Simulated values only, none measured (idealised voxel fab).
The document below concerns the process module designated voxel wiring stack.
The cross-section shown here is cut; it is 250 nm wide and divided into square cells measuring 5 nm on a side.
We lay out every cross-section as a grid of square cells and spell it out in bands from the top down, where one band means one or more rows of cells.
Each band's line starts with the height of the band's top and of its bottom, in nm. Then come its materials from left to right, each with its width in nm. One material with "all across" fills the band from edge to edge. "air" is empty space.
All heights in this document are referenced to 0, defined as the level beneath which the wafer, as received, consists entirely of one material. The lowest band is not bounded below; it extends indefinitely downward and is written in the form "0 down".
Per-row width for "30->40": begins at first number (top row of band), ends at second number (bottom row), increment between rows held constant.
"remained the same" for a step: no cell of the cross-section changed in that step.
"Sealed cavities" enumerates empty spaces isolated from the top, with no open way to it, that contain at least 8 cells, giving each as width x height at distance from the left edge, all three in nm.
If you see something after the settings on a step's line, that's the simulator's own remark about that step.
overlay nm: for a step with a mask, the amount by which the mask lay right of where it was planned; a negative amount means left of it.

So here's the lineup of process steps we planned:
1,RECEIVE | material Si
2,CONFORMAL_DEP | material SiO2 | thk nm 15
3,CONFORMAL_DEP | material SiN | thk nm 5
4,DIRECTIONAL_DEP | material SiO2 | thk nm 15
5,DIRECTIONAL_DEP | material aC | thk nm 15
6,PATTERN | tone open | mask id METAL_1 | material resist | width nm 30 | pitch nm 60 | thk nm 30 | overlay nm 0
7,DIRECTIONAL_ETCH | etch materials aC | depth nm 15
8,STRIP | etch materials resist
9,DIRECTIONAL_ETCH | etch materials SiO2 | depth nm 15
10,DIRECTIONAL_ETCH | etch materials SiN | depth nm 5
11,STRIP | etch materials aC
12,CONFORMAL_DEP | material TiN | thk nm 5
13,FILL_DEP | material Cu | thk nm 10
14,CMP | height nm 35
15,EPI | material Ru | thk nm 5
16,FILL_DEP | material SiCN | thk nm 5
17,DIRECTIONAL_DEP | material SiO2 | thk nm 10
18,DIRECTIONAL_DEP | material aC | thk nm 15
19,PATTERN | tone open | mask id PLUG_1 | material resist | width nm 15 | pitch nm 60 | thk nm 30 | overlay nm 0
20,DIRECTIONAL_ETCH | etch materials aC | depth nm 15
21,STRIP | etch materials resist
22,DIRECTIONAL_ETCH | etch materials SiO2 | depth nm 10
23,DIRECTIONAL_ETCH | etch materials SiCN | depth nm 5
24,STRIP | etch materials aC
25,EPI | material Ru | thk nm 10
26,EPI | material Ru | thk nm 5
27,CONFORMAL_DEP | material SiCN | thk nm 5
28,DIRECTIONAL_DEP | material lowk | thk nm 20
29,DIRECTIONAL_DEP | material aC | thk nm 15
30,PATTERN | tone open | mask id METAL_2 | material resist | width nm 30 | pitch nm 60 | thk nm 30 | overlay nm 0
31,DIRECTIONAL_ETCH | etch materials aC | depth nm 15
32,STRIP | etch materials resist
33,DIRECTIONAL_ETCH | etch materials lowk | depth nm 20
34,DIRECTIONAL_ETCH | etch materials SiCN | depth nm 5
35,STRIP | etch materials aC
36,CONFORMAL_DEP | material TiN | thk nm 5
37,FILL_DEP | material W | thk nm 10
38,CMP | height nm 80
39,CONFORMAL_DEP | material SiCN | thk nm 5
40,DIRECTIONAL_DEP | material SiO2 | thk nm 30
41,DIRECTIONAL_DEP | material aC | thk nm 15
42,PATTERN | tone open | mask id METAL_3_HOLES | material resist | width nm 15 | pitch nm 60 | thk nm 35 | overlay nm 0
43,DIRECTIONAL_ETCH | etch materials aC | depth nm 15
44,STRIP | etch materials resist
45,DIRECTIONAL_ETCH | etch materials SiO2 | depth nm 30
46,STRIP | etch materials aC
47,MASKED_ETCH | tone open | mask id METAL_3 | width nm 30 | pitch nm 60 | etch materials SiO2 | depth nm 15 | overlay nm 0
48,MASKED_ETCH | tone open | mask id METAL_3 | width nm 30 | pitch nm 60 | etch materials SiCN | depth nm 5 | overlay nm 0
49,CONFORMAL_DEP | material TiN | thk nm 5
50,FILL_DEP | material Ru | thk nm 10
51,CMP | height nm 115
52,CONFORMAL_DEP | material SiCN | thk nm 5
53,DIRECTIONAL_DEP | material lowk | thk nm 25
54,PATTERN | tone open | mask id METAL_4_HOLES | material resist | width nm 15 | thk nm 15 | overlay nm 0
55,DIRECTIONAL_ETCH | etch materials lowk | depth nm 25
56,STRIP | etch materials resist
57,MASKED_ETCH | tone open | mask id METAL_4 | width nm 30 | pitch nm 60 | etch materials lowk | depth nm 15 | overlay nm 0
58,MASKED_ETCH | tone open | mask id METAL_4 | width nm 30 | pitch nm 60 | etch materials SiCN | depth nm 5 | overlay nm 0
59,CONFORMAL_DEP | material TiN | thk nm 5
60,FILL_DEP | material Cu | thk nm 10
61,CMP | height nm 145
62,CONFORMAL_DEP | material SiCN | thk nm 5

The first of two wafers, run as planned:

Cross-section of the incoming wafer, state after step 1:
0 down  Si all across
Sealed cavities: none

Upon completion of step 2, the wafer appears in cross-section as shown:
15 to 0  SiO2 all across
Under 0: no change, same as before.

Upon completion of step 3, the wafer appears in cross-section as shown:
20 to 15  SiN all across
Under 15: no change, same as before.

Upon completion of step 4, the wafer appears in cross-section as shown:
35 to 20  SiO2 all across
Under 20: no change, same as before.

Upon completion of step 5, the wafer appears in cross-section as shown:
50 to 35  aC all across
Under 35: no change, same as before.

Upon completion of step 6, the wafer appears in cross-section as shown:
80 to 50  resist: 80  air: 30  resist: 30  air: 30  resist: 80
Under 50: no change, same as before.

Upon completion of step 7, the wafer appears in cross-section as shown:
65 to 50  resist: 80  air: 30  resist: 30  air: 30  resist: 80
50 to 35  aC: 80  air: 30  aC: 30  air: 30  aC: 80
Under 35: no change, same as before.

Upon completion of step 8, the wafer appears in cross-section as shown:
50 to 35  aC: 80  air: 30  aC: 30  air: 30  aC: 80
Under 35: no change, same as before.

Upon completion of step 9, the wafer appears in cross-section as shown:
50 to 35  aC: 80  air: 30  aC: 30  air: 30  aC: 80
35 to 20  SiO2: 80  air: 30  SiO2: 30  air: 30  SiO2: 80
Under 20: no change, same as before.

Upon completion of step 10, the wafer appears in cross-section as shown:
50 to 35  aC: 80  air: 30  aC: 30  air: 30  aC: 80
35 to 20  SiO2: 80  air: 30  SiO2: 30  air: 30  SiO2: 80
20 to 15  SiN: 80  air: 30  SiN: 30  air: 30  SiN: 80
Under 15: no change, same as before.

Upon completion of step 11, the wafer appears in cross-section as shown:
35 to 20  SiO2: 80  air: 30  SiO2: 30  air: 30  SiO2: 80
Under 20: no change, same as before.

Upon completion of step 12, the wafer appears in cross-section as shown:
40 to 35  TiN: 85  air: 20  TiN: 40  air: 20  TiN: 85
35 to 20  SiO2: 80  TiN: 5  air: 20  TiN: 5  SiO2: 30  TiN: 5  air: 20  TiN: 5  SiO2: 80
20 to 15  SiN: 80  TiN: 30  SiN: 30  TiN: 30  SiN: 80
Under 15: no change, same as before.

Upon completion of step 13, the wafer appears in cross-section as shown:
50 to 40  Cu all across
40 to 35  TiN: 85  Cu: 20  TiN: 40  Cu: 20  TiN: 85
35 to 20  SiO2: 80  TiN: 5  Cu: 20  TiN: 5  SiO2: 30  TiN: 5  Cu: 20  TiN: 5  SiO2: 80
Under 20: no change, same as before.

Upon completion of step 14, the wafer appears in cross-section as shown:
35 to 20  SiO2: 80  TiN: 5  Cu: 20  TiN: 5  SiO2: 30  TiN: 5  Cu: 20  TiN: 5  SiO2: 80
Under 20: no change, same as before.

Upon completion of step 15, the wafer appears in cross-section as shown:
40 to 35  air: 75  Ru: 40  air: 20  Ru: 40  air: 75
Under 35: no change, same as before.

Upon completion of step 16, the wafer appears in cross-section as shown:
45 to 40  SiCN all across
40 to 35  SiCN: 75  Ru: 40  SiCN: 20  Ru: 40  SiCN: 75
Under 35: no change, same as before.

Upon completion of step 17, the wafer appears in cross-section as shown:
55 to 45  SiO2 all across
Under 45: no change, same as before.

Upon completion of step 18, the wafer appears in cross-section as shown:
70 to 55  aC all across
Under 55: no change, same as before.

Upon completion of step 19, the wafer appears in cross-section as shown:
100 to 70  resist: 80  air: 15  resist: 45  air: 15  resist: 95
Under 70: no change, same as before.

Upon completion of step 20, the wafer appears in cross-section as shown:
85 to 70  resist: 80  air: 15  resist: 45  air: 15  resist: 95
70 to 55  aC: 80  air: 15  aC: 45  air: 15  aC: 95
Under 55: no change, same as before.

Upon completion of step 21, the wafer appears in cross-section as shown:
70 to 55  aC: 80  air: 15  aC: 45  air: 15  aC: 95
Under 55: no change, same as before.

Upon completion of step 22, the wafer appears in cross-section as shown:
70 to 55  aC: 80  air: 15  aC: 45  air: 15  aC: 95
55 to 45  SiO2: 80  air: 15  SiO2: 45  air: 15  SiO2: 95
Under 45: no change, same as before.

Upon completion of step 23, the wafer appears in cross-section as shown:
70 to 55  aC: 80  air: 15  aC: 45  air: 15  aC: 95
55 to 45  SiO2: 80  air: 15  SiO2: 45  air: 15  SiO2: 95
45 to 40  SiCN: 80  air: 15  SiCN: 45  air: 15  SiCN: 95
Under 40: no change, same as before.

Upon completion of step 24, the wafer appears in cross-section as shown:
55 to 45  SiO2: 80  air: 15  SiO2: 45  air: 15  SiO2: 95
Under 45: no change, same as before.

Upon completion of step 25, the wafer appears in cross-section as shown:
55 to 50  SiO2: 80  air: 15  SiO2: 45  air: 15  SiO2: 95
50 to 45  SiO2: 80  Ru: 15  SiO2: 45  Ru: 15  SiO2: 95
45 to 35  SiCN: 80->75  Ru: 15->40  SiCN: 45->20  Ru: 15->40  SiCN: 95->75
Under 35: no change, same as before.

Upon completion of step 26, the wafer appears in cross-section as shown:
55 to 45  SiO2: 80  Ru: 15  SiO2: 45  Ru: 15  SiO2: 95
Under 45: no change, same as before.

Upon completion of step 27, the wafer appears in cross-section as shown:
60 to 55  SiCN all across
Under 55: no change, same as before.

Upon completion of step 28, the wafer appears in cross-section as shown:
80 to 60  lowk all across
Under 60: no change, same as before.

Upon completion of step 29, the wafer appears in cross-section as shown:
95 to 80  aC all across
Under 80: no change, same as before.

Upon completion of step 30, the wafer appears in cross-section as shown:
125 to 95  resist: 80  air: 30  resist: 30  air: 30  resist: 80
Under 95: no change, same as before.

Upon completion of step 31, the wafer appears in cross-section as shown:
110 to 95  resist: 80  air: 30  resist: 30  air: 30  resist: 80
95 to 80  aC: 80  air: 30  aC: 30  air: 30  aC: 80
Under 80: no change, same as before.

Upon completion of step 32, the wafer appears in cross-section as shown:
95 to 80  aC: 80  air: 30  aC: 30  air: 30  aC: 80
Under 80: no change, same as before.

Upon completion of step 33, the wafer appears in cross-section as shown:
95 to 80  aC: 80  air: 30  aC: 30  air: 30  aC: 80
80 to 60  lowk: 80  air: 30  lowk: 30  air: 30  lowk: 80
Under 60: no change, same as before.

Upon completion of step 34, the wafer appears in cross-section as shown:
95 to 80  aC: 80  air: 30  aC: 30  air: 30  aC: 80
80 to 60  lowk: 80  air: 30  lowk: 30  air: 30  lowk: 80
60 to 55  SiCN: 80  air: 30  SiCN: 30  air: 30  SiCN: 80
Under 55: no change, same as before.

Upon completion of step 35, the wafer appears in cross-section as shown:
80 to 60  lowk: 80  air: 30  lowk: 30  air: 30  lowk: 80
Under 60: no change, same as before.

Upon completion of step 36, the wafer appears in cross-section as shown:
85 to 80  TiN: 85  air: 20  TiN: 40  air: 20  TiN: 85
80 to 60  lowk: 80  TiN: 5  air: 20  TiN: 5  lowk: 30  TiN: 5  air: 20  TiN: 5  lowk: 80
60 to 55  SiCN: 80  TiN: 30  SiCN: 30  TiN: 30  SiCN: 80
Under 55: no change, same as before.

Upon completion of step 37, the wafer appears in cross-section as shown:
95 to 85  W all across
85 to 80  TiN: 85  W: 20  TiN: 40  W: 20  TiN: 85
80 to 60  lowk: 80  TiN: 5  W: 20  TiN: 5  lowk: 30  TiN: 5  W: 20  TiN: 5  lowk: 80
Under 60: no change, same as before.

Upon completion of step 38, the wafer appears in cross-section as shown:
80 to 60  lowk: 80  TiN: 5  W: 20  TiN: 5  lowk: 30  TiN: 5  W: 20  TiN: 5  lowk: 80
Under 60: no change, same as before.

Upon completion of step 39, the wafer appears in cross-section as shown:
85 to 80  SiCN all across
Under 80: no change, same as before.

Upon completion of step 40, the wafer appears in cross-section as shown:
115 to 85  SiO2 all across
Under 85: no change, same as before.

Upon completion of step 41, the wafer appears in cross-section as shown:
130 to 115  aC all across
Under 115: no change, same as before.

Upon completion of step 42, the wafer appears in cross-section as shown:
165 to 130  resist: 80  air: 15  resist: 45  air: 15  resist: 95
Under 130: no change, same as before.

Upon completion of step 43, the wafer appears in cross-section as shown:
150 to 130  resist: 80  air: 15  resist: 45  air: 15  resist: 95
130 to 115  aC: 80  air: 15  aC: 45  air: 15  aC: 95
Under 115: no change, same as before.

Upon completion of step 44, the wafer appears in cross-section as shown:
130 to 115  aC: 80  air: 15  aC: 45  air: 15  aC: 95
Under 115: no change, same as before.

Upon completion of step 45, the wafer appears in cross-section as shown:
130 to 115  aC: 80  air: 15  aC: 45  air: 15  aC: 95
115 to 85  SiO2: 80  air: 15  SiO2: 45  air: 15  SiO2: 95
Under 85: no change, same as before.

Upon completion of step 46, the wafer appears in cross-section as shown:
115 to 85  SiO2: 80  air: 15  SiO2: 45  air: 15  SiO2: 95
Under 85: no change, same as before.

Upon completion of step 47, the wafer appears in cross-section as shown:
115 to 100  SiO2: 80  air: 30  SiO2: 30  air: 30  SiO2: 80
Under 100: no change, same as before.

Upon completion of step 48, the wafer appears in cross-section as shown:
115 to 100  SiO2: 80  air: 30  SiO2: 30  air: 30  SiO2: 80
100 to 85  SiO2: 80  air: 15  SiO2: 45  air: 15  SiO2: 95
85 to 80  SiCN: 80  air: 15  SiCN: 45  air: 15  SiCN: 95
Under 80: no change, same as before.

Upon completion of step 49, the wafer appears in cross-section as shown:
120 to 115  TiN: 85  air: 20  TiN: 40  air: 20  TiN: 85
115 to 105  SiO2: 80  TiN: 5  air: 20  TiN: 5  SiO2: 30  TiN: 5  air: 20  TiN: 5  SiO2: 80
105 to 100  SiO2: 80  TiN: 5  air: 5  TiN: 20  SiO2: 30  TiN: 5  air: 5  TiN: 20  SiO2: 80
100 to 85  SiO2: 80  TiN: 5  air: 5  TiN: 5  SiO2: 45  TiN: 5  air: 5  TiN: 5  SiO2: 95
85 to 80  SiCN: 80  TiN: 15  SiCN: 45  TiN: 15  SiCN: 95
Under 80: no change, same as before.

Upon completion of step 50, the wafer appears in cross-section as shown:
130 to 120  Ru all across
120 to 115  TiN: 85  Ru: 20  TiN: 40  Ru: 20  TiN: 85
115 to 105  SiO2: 80  TiN: 5  Ru: 20  TiN: 5  SiO2: 30  TiN: 5  Ru: 20  TiN: 5  SiO2: 80
105 to 100  SiO2: 80  TiN: 5  Ru: 5  TiN: 20  SiO2: 30  TiN: 5  Ru: 5  TiN: 20  SiO2: 80
100 to 85  SiO2: 80  TiN: 5  Ru: 5  TiN: 5  SiO2: 45  TiN: 5  Ru: 5  TiN: 5  SiO2: 95
Under 85: no change, same as before.

Upon completion of step 51, the wafer appears in cross-section as shown:
115 to 105  SiO2: 80  TiN: 5  Ru: 20  TiN: 5  SiO2: 30  TiN: 5  Ru: 20  TiN: 5  SiO2: 80
Under 105: no change, same as before.

Upon completion of step 52, the wafer appears in cross-section as shown:
120 to 115  SiCN all across
Under 115: no change, same as before.

Upon completion of step 53, the wafer appears in cross-section as shown:
145 to 120  lowk all across
Under 120: no change, same as before.

Upon completion of step 54, the wafer appears in cross-section as shown:
160 to 145  resist: 80  air: 15  resist: 155
Under 145: no change, same as before.

Upon completion of step 55, the wafer appears in cross-section as shown:
160 to 145  resist: 80  air: 15  resist: 155
145 to 120  lowk: 80  air: 15  lowk: 155
Under 120: no change, same as before.

Upon completion of step 56, the wafer appears in cross-section as shown:
145 to 120  lowk: 80  air: 15  lowk: 155
Under 120: no change, same as before.

Upon completion of step 57, the wafer appears in cross-section as shown:
145 to 130  lowk: 80  air: 30  lowk: 30  air: 30  lowk: 80
Under 130: no change, same as before.

Upon completion of step 58, the wafer appears in cross-section as shown:
145 to 130  lowk: 80  air: 30  lowk: 30  air: 30  lowk: 80
130 to 120  lowk: 80  air: 15  lowk: 155
120 to 115  SiCN: 80  air: 15  SiCN: 155
Under 115: no change, same as before.

Upon completion of step 59, the wafer appears in cross-section as shown:
150 to 145  TiN: 85  air: 20  TiN: 40  air: 20  TiN: 85
145 to 135  lowk: 80  TiN: 5  air: 20  TiN: 5  lowk: 30  TiN: 5  air: 20  TiN: 5  lowk: 80
135 to 130  lowk: 80  TiN: 5  air: 5  TiN: 20  lowk: 30  TiN: 30  lowk: 80
130 to 120  lowk: 80  TiN: 5  air: 5  TiN: 5  lowk: 155
120 to 115  SiCN: 80  TiN: 15  SiCN: 155
Under 115: no change, same as before.

Upon completion of step 60, the wafer appears in cross-section as shown:
160 to 150  Cu all across
150 to 145  TiN: 85  Cu: 20  TiN: 40  Cu: 20  TiN: 85
145 to 135  lowk: 80  TiN: 5  Cu: 20  TiN: 5  lowk: 30  TiN: 5  Cu: 20  TiN: 5  lowk: 80
135 to 130  lowk: 80  TiN: 5  Cu: 5  TiN: 20  lowk: 30  TiN: 30  lowk: 80
130 to 120  lowk: 80  TiN: 5  Cu: 5  TiN: 5  lowk: 155
Under 120: no change, same as before.

Upon completion of step 61, the wafer appears in cross-section as shown:
145 to 135  lowk: 80  TiN: 5  Cu: 20  TiN: 5  lowk: 30  TiN: 5  Cu: 20  TiN: 5  lowk: 80
Under 135: no change, same as before.

Upon completion of step 62, the wafer appears in cross-section as shown:
150 to 145  SiCN all across
Under 145: no change, same as before.

For the second wafer, take the first wafer's start and plan, then add one mistake made in running it; everything through step 1, that step included, is shared with the first:

Cross-section: second wafer, time at which step 2 was scheduled to end:
5 to 0  SiN all across
Under 0: no change, same as before.

Cross-section: second wafer, time at which step 3 was scheduled to end:
20 to 5  SiO2 all across
Under 5: no change, same as before.

Cross-section: second wafer, time at which step 4 was scheduled to end:
35 to 5  SiO2 all across
Under 5: no change, same as before.

Cross-section: second wafer, time at which step 5 was scheduled to end:
50 to 35  aC all across
Under 35: no change, same as before.

Cross-section: second wafer, time at which step 6 was scheduled to end:
80 to 50  resist: 80  air: 30  resist: 30  air: 30  resist: 80
Under 50: no change, same as before.

Cross-section: second wafer, time at which step 7 was scheduled to end:
65 to 50  resist: 80  air: 30  resist: 30  air: 30  resist: 80
50 to 35  aC: 80  air: 30  aC: 30  air: 30  aC: 80
Under 35: no change, same as before.

Cross-section: second wafer, time at which step 8 was scheduled to end:
50 to 35  aC: 80  air: 30  aC: 30  air: 30  aC: 80
Under 35: no change, same as before.

Cross-section: second wafer, time at which step 9 was scheduled to end:
50 to 35  aC: 80  air: 30  aC: 30  air: 30  aC: 80
35 to 20  SiO2: 80  air: 30  SiO2: 30  air: 30  SiO2: 80
Under 20: no change, same as before.

Cross-section: second wafer, time at which step 10 was scheduled to end: remained the same

Cross-section: second wafer, time at which step 11 was scheduled to end:
35 to 20  SiO2: 80  air: 30  SiO2: 30  air: 30  SiO2: 80
Under 20: no change, same as before.

Cross-section: second wafer, time at which step 12 was scheduled to end:
40 to 35  TiN: 85  air: 20  TiN: 40  air: 20  TiN: 85
35 to 25  SiO2: 80  TiN: 5  air: 20  TiN: 5  SiO2: 30  TiN: 5  air: 20  TiN: 5  SiO2: 80
25 to 20  SiO2: 80  TiN: 30  SiO2: 30  TiN: 30  SiO2: 80
Under 20: no change, same as before.

Cross-section: second wafer, time at which step 13 was scheduled to end:
50 to 40  Cu all across
40 to 35  TiN: 85  Cu: 20  TiN: 40  Cu: 20  TiN: 85
35 to 25  SiO2: 80  TiN: 5  Cu: 20  TiN: 5  SiO2: 30  TiN: 5  Cu: 20  TiN: 5  SiO2: 80
Under 25: no change, same as before.

Cross-section: second wafer, time at which step 14 was scheduled to end:
35 to 25  SiO2: 80  TiN: 5  Cu: 20  TiN: 5  SiO2: 30  TiN: 5  Cu: 20  TiN: 5  SiO2: 80
Under 25: no change, same as before.

Cross-section: second wafer, time at which step 15 was scheduled to end:
40 to 35  air: 75  Ru: 40  air: 20  Ru: 40  air: 75
Under 35: no change, same as before.

Cross-section: second wafer, time at which step 16 was scheduled to end:
45 to 40  SiCN all across
40 to 35  SiCN: 75  Ru: 40  SiCN: 20  Ru: 40  SiCN: 75
Under 35: no change, same as before.

Cross-section: second wafer, time at which step 17 was scheduled to end:
55 to 45  SiO2 all across
Under 45: no change, same as before.

Cross-section: second wafer, time at which step 18 was scheduled to end:
70 to 55  aC all across
Under 55: no change, same as before.

Cross-section: second wafer, time at which step 19 was scheduled to end:
100 to 70  resist: 80  air: 15  resist: 45  air: 15  resist: 95
Under 70: no change, same as before.

Cross-section: second wafer, time at which step 20 was scheduled to end:
85 to 70  resist: 80  air: 15  resist: 45  air: 15  resist: 95
70 to 55  aC: 80  air: 15  aC: 45  air: 15  aC: 95
Under 55: no change, same as before.

Cross-section: second wafer, time at which step 21 was scheduled to end:
70 to 55  aC: 80  air: 15  aC: 45  air: 15  aC: 95
Under 55: no change, same as before.

Cross-section: second wafer, time at which step 22 was scheduled to end:
70 to 55  aC: 80  air: 15  aC: 45  air: 15  aC: 95
55 to 45  SiO2: 80  air: 15  SiO2: 45  air: 15  SiO2: 95
Under 45: no change, same as before.

Cross-section: second wafer, time at which step 23 was scheduled to end:
70 to 55  aC: 80  air: 15  aC: 45  air: 15  aC: 95
55 to 45  SiO2: 80  air: 15  SiO2: 45  air: 15  SiO2: 95
45 to 40  SiCN: 80  air: 15  SiCN: 45  air: 15  SiCN: 95
Under 40: no change, same as before.

Cross-section: second wafer, time at which step 24 was scheduled to end:
55 to 45  SiO2: 80  air: 15  SiO2: 45  air: 15  SiO2: 95
Under 45: no change, same as before.

Cross-section: second wafer, time at which step 25 was scheduled to end:
55 to 50  SiO2: 80  air: 15  SiO2: 45  air: 15  SiO2: 95
50 to 45  SiO2: 80  Ru: 15  SiO2: 45  Ru: 15  SiO2: 95
45 to 35  SiCN: 80->75  Ru: 15->40  SiCN: 45->20  Ru: 15->40  SiCN: 95->75
Under 35: no change, same as before.

Cross-section: second wafer, time at which step 26 was scheduled to end:
55 to 45  SiO2: 80  Ru: 15  SiO2: 45  Ru: 15  SiO2: 95
Under 45: no change, same as before.

Cross-section: second wafer, time at which step 27 was scheduled to end:
60 to 55  SiCN all across
Under 55: no change, same as before.

Cross-section: second wafer, time at which step 28 was scheduled to end:
80 to 60  lowk all across
Under 60: no change, same as before.

Cross-section: second wafer, time at which step 29 was scheduled to end:
95 to 80  aC all across
Under 80: no change, same as before.

Cross-section: second wafer, time at which step 30 was scheduled to end:
125 to 95  resist: 80  air: 30  resist: 30  air: 30  resist: 80
Under 95: no change, same as before.

Cross-section: second wafer, time at which step 31 was scheduled to end:
110 to 95  resist: 80  air: 30  resist: 30  air: 30  resist: 80
95 to 80  aC: 80  air: 30  aC: 30  air: 30  aC: 80
Under 80: no change, same as before.

Cross-section: second wafer, time at which step 32 was scheduled to end:
95 to 80  aC: 80  air: 30  aC: 30  air: 30  aC: 80
Under 80: no change, same as before.

Cross-section: second wafer, time at which step 33 was scheduled to end:
95 to 80  aC: 80  air: 30  aC: 30  air: 30  aC: 80
80 to 60  lowk: 80  air: 30  lowk: 30  air: 30  lowk: 80
Under 60: no change, same as before.

Cross-section: second wafer, time at which step 34 was scheduled to end:
95 to 80  aC: 80  air: 30  aC: 30  air: 30  aC: 80
80 to 60  lowk: 80  air: 30  lowk: 30  air: 30  lowk: 80
60 to 55  SiCN: 80  air: 30  SiCN: 30  air: 30  SiCN: 80
Under 55: no change, same as before.

Cross-section: second wafer, time at which step 35 was scheduled to end:
80 to 60  lowk: 80  air: 30  lowk: 30  air: 30  lowk: 80
Under 60: no change, same as before.

Cross-section: second wafer, time at which step 36 was scheduled to end:
85 to 80  TiN: 85  air: 20  TiN: 40  air: 20  TiN: 85
80 to 60  lowk: 80  TiN: 5  air: 20  TiN: 5  lowk: 30  TiN: 5  air: 20  TiN: 5  lowk: 80
60 to 55  SiCN: 80  TiN: 30  SiCN: 30  TiN: 30  SiCN: 80
Under 55: no change, same as before.

Cross-section: second wafer, time at which step 37 was scheduled to end:
95 to 85  W all across
85 to 80  TiN: 85  W: 20  TiN: 40  W: 20  TiN: 85
80 to 60  lowk: 80  TiN: 5  W: 20  TiN: 5  lowk: 30  TiN: 5  W: 20  TiN: 5  lowk: 80
Under 60: no change, same as before.

Cross-section: second wafer, time at which step 38 was scheduled to end:
80 to 60  lowk: 80  TiN: 5  W: 20  TiN: 5  lowk: 30  TiN: 5  W: 20  TiN: 5  lowk: 80
Under 60: no change, same as before.

Cross-section: second wafer, time at which step 39 was scheduled to end:
85 to 80  SiCN all across
Under 80: no change, same as before.

Cross-section: second wafer, time at which step 40 was scheduled to end:
115 to 85  SiO2 all across
Under 85: no change, same as before.

Cross-section: second wafer, time at which step 41 was scheduled to end:
130 to 115  aC all across
Under 115: no change, same as before.

Cross-section: second wafer, time at which step 42 was scheduled to end:
165 to 130  resist: 80  air: 15  resist: 45  air: 15  resist: 95
Under 130: no change, same as before.

Cross-section: second wafer, time at which step 43 was scheduled to end:
150 to 130  resist: 80  air: 15  resist: 45  air: 15  resist: 95
130 to 115  aC: 80  air: 15  aC: 45  air: 15  aC: 95
Under 115: no change, same as before.

Cross-section: second wafer, time at which step 44 was scheduled to end:
130 to 115  aC: 80  air: 15  aC: 45  air: 15  aC: 95
Under 115: no change, same as before.

Cross-section: second wafer, time at which step 45 was scheduled to end:
130 to 115  aC: 80  air: 15  aC: 45  air: 15  aC: 95
115 to 85  SiO2: 80  air: 15  SiO2: 45  air: 15  SiO2: 95
Under 85: no change, same as before.

Cross-section: second wafer, time at which step 46 was scheduled to end:
115 to 85  SiO2: 80  air: 15  SiO2: 45  air: 15  SiO2: 95
Under 85: no change, same as before.

Cross-section: second wafer, time at which step 47 was scheduled to end:
115 to 100  SiO2: 80  air: 30  SiO2: 30  air: 30  SiO2: 80
Under 100: no change, same as before.

Cross-section: second wafer, time at which step 48 was scheduled to end:
115 to 100  SiO2: 80  air: 30  SiO2: 30  air: 30  SiO2: 80
100 to 85  SiO2: 80  air: 15  SiO2: 45  air: 15  SiO2: 95
85 to 80  SiCN: 80  air: 15  SiCN: 45  air: 15  SiCN: 95
Under 80: no change, same as before.

Cross-section: second wafer, time at which step 49 was scheduled to end:
120 to 115  TiN: 85  air: 20  TiN: 40  air: 20  TiN: 85
115 to 105  SiO2: 80  TiN: 5  air: 20  TiN: 5  SiO2: 30  TiN: 5  air: 20  TiN: 5  SiO2: 80
105 to 100  SiO2: 80  TiN: 5  air: 5  TiN: 20  SiO2: 30  TiN: 5  air: 5  TiN: 20  SiO2: 80
100 to 85  SiO2: 80  TiN: 5  air: 5  TiN: 5  SiO2: 45  TiN: 5  air: 5  TiN: 5  SiO2: 95
85 to 80  SiCN: 80  TiN: 15  SiCN: 45  TiN: 15  SiCN: 95
Under 80: no change, same as before.

Cross-section: second wafer, time at which step 50 was scheduled to end:
130 to 120  Ru all across
120 to 115  TiN: 85  Ru: 20  TiN: 40  Ru: 20  TiN: 85
115 to 105  SiO2: 80  TiN: 5  Ru: 20  TiN: 5  SiO2: 30  TiN: 5  Ru: 20  TiN: 5  SiO2: 80
105 to 100  SiO2: 80  TiN: 5  Ru: 5  TiN: 20  SiO2: 30  TiN: 5  Ru: 5  TiN: 20  SiO2: 80
100 to 85  SiO2: 80  TiN: 5  Ru: 5  TiN: 5  SiO2: 45  TiN: 5  Ru: 5  TiN: 5  SiO2: 95
Under 85: no change, same as before.

Cross-section: second wafer, time at which step 51 was scheduled to end:
115 to 105  SiO2: 80  TiN: 5  Ru: 20  TiN: 5  SiO2: 30  TiN: 5  Ru: 20  TiN: 5  SiO2: 80
Under 105: no change, same as before.

Cross-section: second wafer, time at which step 52 was scheduled to end:
120 to 115  SiCN all across
Under 115: no change, same as before.

Cross-section: second wafer, time at which step 53 was scheduled to end:
145 to 120  lowk all across
Under 120: no change, same as before.

Cross-section: second wafer, time at which step 54 was scheduled to end:
160 to 145  resist: 80  air: 15  resist: 155
Under 145: no change, same as before.

Cross-section: second wafer, time at which step 55 was scheduled to end:
160 to 145  resist: 80  air: 15  resist: 155
145 to 120  lowk: 80  air: 15  lowk: 155
Under 120: no change, same as before.

Cross-section: second wafer, time at which step 56 was scheduled to end:
145 to 120  lowk: 80  air: 15  lowk: 155
Under 120: no change, same as before.

Cross-section: second wafer, time at which step 57 was scheduled to end:
145 to 130  lowk: 80  air: 30  lowk: 30  air: 30  lowk: 80
Under 130: no change, same as before.

Cross-section: second wafer, time at which step 58 was scheduled to end:
145 to 130  lowk: 80  air: 30  lowk: 30  air: 30  lowk: 80
130 to 120  lowk: 80  air: 15  lowk: 155
120 to 115  SiCN: 80  air: 15  SiCN: 155
Under 115: no change, same as before.

Cross-section: second wafer, time at which step 59 was scheduled to end:
150 to 145  TiN: 85  air: 20  TiN: 40  air: 20  TiN: 85
145 to 135  lowk: 80  TiN: 5  air: 20  TiN: 5  lowk: 30  TiN: 5  air: 20  TiN: 5  lowk: 80
135 to 130  lowk: 80  TiN: 5  air: 5  TiN: 20  lowk: 30  TiN: 30  lowk: 80
130 to 120  lowk: 80  TiN: 5  air: 5  TiN: 5  lowk: 155
120 to 115  SiCN: 80  TiN: 15  SiCN: 155
Under 115: no change, same as before.

Cross-section: second wafer, time at which step 60 was scheduled to end:
160 to 150  Cu all across
150 to 145  TiN: 85  Cu: 20  TiN: 40  Cu: 20  TiN: 85
145 to 135  lowk: 80  TiN: 5  Cu: 20  TiN: 5  lowk: 30  TiN: 5  Cu: 20  TiN: 5  lowk: 80
135 to 130  lowk: 80  TiN: 5  Cu: 5  TiN: 20  lowk: 30  TiN: 30  lowk: 80
130 to 120  lowk: 80  TiN: 5  Cu: 5  TiN: 5  lowk: 155
Under 120: no change, same as before.

Cross-section: second wafer, time at which step 61 was scheduled to end:
145 to 135  lowk: 80  TiN: 5  Cu: 20  TiN: 5  lowk: 30  TiN: 5  Cu: 20  TiN: 5  lowk: 80
Under 135: no change, same as before.

Cross-section: second wafer, time at which step 62 was scheduled to end:
150 to 145  SiCN all across
Under 145: no change, same as before.
Plan not followed: order of steps 2 and 3 inverted relative to the plan
It is noted that, at the conclusion of processing, the second wafer exhibits a higher or lower cell count for certain materials relative to the first: -8 Cu, +12 SiN, -4 TiN
